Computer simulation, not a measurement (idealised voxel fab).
Proc. module: voxel self aligned contacts
Each square cell in cross-section cut measures 5 nm, and the section as a whole is 270 nm wide.
Bands, listed from the top down, are how a cross-section gets written in this document; the cross-section itself is a grid of square cells, and a band is one or more rows of them. For a band, the entry starts with two heights in nm, that of the top and then that of the bottom, and carries on with the band's materials in order from left to right, each alongside its width in nm; the word "everywhere" beside a single material means it fills the band edge to edge, and "empty" means empty space. Zero point of the height axis is 0; under it, received wafer = one material. Lowest band: continues down indefinitely, "z 0 and below". Width "30..40": first value at the band's top row of cells, second value at its bottom row, equal change from row to row. Key: "nothing got changed" - step with no changed cell in the cross-section. So "Closed void register" is basically the list of trapped voids: any empty space of 8 cells or more that can't reach the top through an opening. They're written width x height at distance, the distance being from the left edge, and it's all nm. Text after the settings on a step's line: the simulator's own remark on that step. overlay nm: right-of-plan distance of the mask on a masked step; negative values mean left-of-plan.
### The planned process steps are enumerated hereunder
step 1: RECEIVE | material Si
step 2: CONFORMAL_DEP | material SiO2 | thk nm 5
step 3: DIRECTIONAL_DEP | material polySi | thk nm 25
step 4: DIRECTIONAL_DEP | material SiN | thk nm 20
step 5: MASKED_ETCH | tone cover | mask id GATE | width nm 25 | pitch nm 65 | etch materials SiN | depth nm 20 | overlay nm 0
step 6: MASKED_ETCH | tone cover | mask id GATE | width nm 25 | pitch nm 65 | etch materials polySi | depth nm 25 | overlay nm 0
step 7: CONFORMAL_DEP | material SiN | thk nm 10
step 8: DIRECTIONAL_ETCH | etch materials SiN | depth nm 10
step 9: FILL_DEP | material SiO2 | thk nm 15
step 10: CMP | height nm 55
step 11: PATTERN | tone open | mask id CONTACT | material resist | width nm 50 | pitch nm 65 | thk nm 15 | overlay nm 0
step 12: DIRECTIONAL_ETCH | etch materials SiO2 | depth nm 55
step 13: STRIP | etch materials resist
step 14: CONFORMAL_DEP | material TiN | thk nm 5
step 15: FILL_DEP | material W | thk nm 5
step 16: CMP | height nm 55
step 17: CONFORMAL_DEP | material SiN | thk nm 5
### Cross-section of the wafer at receipt, which is the condition after step 1
z 0 and below | Si everywhere
Closed void register: none
### First of two wafers, end-of-module section, run followed plan
z 60 to 55 | SiN everywhere
z 55 to 50 | SiO2: 75 | TiN: 20 | W: 10 | TiN: 20 | SiO2: 15 | TiN: 20 | W: 10 | TiN: 20 | SiO2: 80
z 50 to 30 | SiO2: 45 | SiN: 45 | TiN: 5 | W: 10 | TiN: 5 | SiN: 45 | TiN: 5 | W: 10 | TiN: 5 | SiN: 45 | SiO2: 50
z 30 to 5 | SiO2: 45 | SiN: 10 | polySi: 25 | SiN: 10 | TiN: 5 | W: 10 | TiN: 5 | SiN: 10 | polySi: 25 | SiN: 10 | TiN: 5 | W: 10 | TiN: 5 | SiN: 10 | polySi: 25 | SiN: 10 | SiO2: 50
z 5 to 0 | SiO2: 90 | TiN: 20 | SiO2: 45 | TiN: 20 | SiO2: 95
z 0 and below | Si everywhere
Closed void register: none
### The second wafer, shown in cross-section after the module: started the same way as the first and given the same plan, yet one mistake crept into how it was run
z 60 to 55 | SiN everywhere
z 55 to 45 | SiO2: 75 | TiN: 5..20 | W: 40..10 | TiN: 5..20 | SiO2: 15 | TiN: 5..20 | W: 40..10 | TiN: 5..20 | SiO2: 80
z 45 to 25 | SiO2: 45 | SiN: 45 | TiN: 5 | W: 10 | TiN: 5 | SiN: 45 | TiN: 5 | W: 10 | TiN: 5 | SiN: 45 | SiO2: 50
z 25 to 5 | SiO2: 45 | SiN: 10 | polySi: 25 | SiN: 10 | TiN: 5 | W: 10 | TiN: 5 | SiN: 10 | polySi: 25 | SiN: 10 | TiN: 5 | W: 10 | TiN: 5 | SiN: 10 | polySi: 25 | SiN: 10 | SiO2: 50
z 5 to 0 | SiO2: 45 | SiN: 10 | polySi: 25 | SiN: 10 | TiN: 20 | SiN: 10 | polySi: 25 | SiN: 10 | TiN: 20 | SiN: 10 | polySi: 25 | SiN: 10 | SiO2: 50
z 0 and below | Si everywhere
Closed void register: none
What was done differently from what was planned? plan step 2 never ran because it was skipped
Final comparison by cell count, materials where the second wafer has more or fewer than the first: 12 fewer of SiO2, 12 more of W
